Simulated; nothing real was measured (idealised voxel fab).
Process module heading - voxel self aligned vias
For reference, the cross-section in this document is cut, with width 190 nm and square cells of 5 nm.
Heads up, the way a cross-section reads in here is a grid of square cells, handed over as bands from the top down, with every band being one or more rows of cells. Heads up on the band format: heights come first, top then bottom, in nm. After that it's the materials left to right, each with its width in nm. A single material flagged "everywhere" fills the whole band edge to edge, and "air" means there's empty space there. Height datum 0, below which the as-received substrate wafer is one material. Lowest band open at the bottom, running downward: "top 0, no bottom". Note: "30 to 40" means the width goes from the first number (top row of the band) to the second number (bottom row) in equal steps per row of cells. For the purposes of this document, the phrase "all unchanged" attached to a step denotes that no cell within the cross-section was modified by that step. "Encapsulated voids" enumerates empty spaces isolated from the top, with no open way to it, that contain at least 8 cells, giving each as width x height at distance from the left edge, all three in nm. If you see something after the settings on a step's line, that's the simulator's own remark about that step. If you see "overlay nm" on a step's line and that step has a mask, it's telling you how far right of where it was planned the mask ended up; a negative number means it went left instead.
-- Set out below are the planned steps of the process
- 1: RECEIVE: material Si
- 2: CONFORMAL_DEP: material SiO2, thk nm 10
- 3: CONFORMAL_DEP: material SiCN, thk nm 5
- 4: DIRECTIONAL_DEP: material lowk, thk nm 20
- 5: PATTERN: tone open, mask id LINES, material resist, width nm 15, pitch nm 55, thk nm 20, overlay nm 0
- 6: DIRECTIONAL_ETCH: etch materials lowk, depth nm 20
- 7: STRIP: etch materials resist
- 8: CONFORMAL_DEP: material TiN, thk nm 5
- 9: FILL_DEP: material W, thk nm 10
- 10: CMP: height nm 35
- 11: SELECTIVE_ETCH: etch materials W Ru TiN, depth nm 10
- 12: FILL_DEP: material SiN, thk nm 10
- 13: CMP: height nm 35
- 14: DIRECTIONAL_DEP: material lowk, thk nm 15
- 15: DIRECTIONAL_DEP: material aC, thk nm 15
- 16: PATTERN: tone open, mask id VIAS, material resist, width nm 30, pitch nm 55, thk nm 30, overlay nm 0
- 17: DIRECTIONAL_ETCH: etch materials aC, depth nm 15
- 18: STRIP: etch materials resist
- 19: DIRECTIONAL_ETCH: etch materials lowk, depth nm 15
- 20: DIRECTIONAL_ETCH: etch materials SiN, depth nm 10
- 21: STRIP: etch materials aC
- 22: CONFORMAL_DEP: material TiN, thk nm 5
- 23: FILL_DEP: material W, thk nm 10
- 24: CMP: height nm 50
- 25: CONFORMAL_DEP: material SiCN, thk nm 5
For this document, wafers share an identical start and vary in the step 5 width nm; the plan quotes the first wafer's value.
-- The as-received cross-section of the first of several wafers corresponds to the state after step 1
> top 0, no bottom | Si everywhere
> Encapsulated voids: none
-- End of module, by wafer: material-by-material cell gain (+) or loss (-) since receipt, then closed voids
width nm 15 | +76 SiCN | +76 SiO2 | +57 TiN | +33 W | +176 lowk | Encapsulated voids: none
width nm 20 | +76 SiCN | +76 SiO2 | +60 TiN | +42 W | +164 lowk | Encapsulated voids: none
width nm 25 | +76 SiCN | +76 SiO2 | +63 TiN | +51 W | +152 lowk | Encapsulated voids: none
width nm 30 | +76 SiCN | +76 SiO2 | +66 TiN | +60 W | +140 lowk | Encapsulated voids: none
width nm 35 | +76 SiCN | +6 SiN | +76 SiO2 | +69 TiN | +63 W | +128 lowk | Encapsulated voids: none
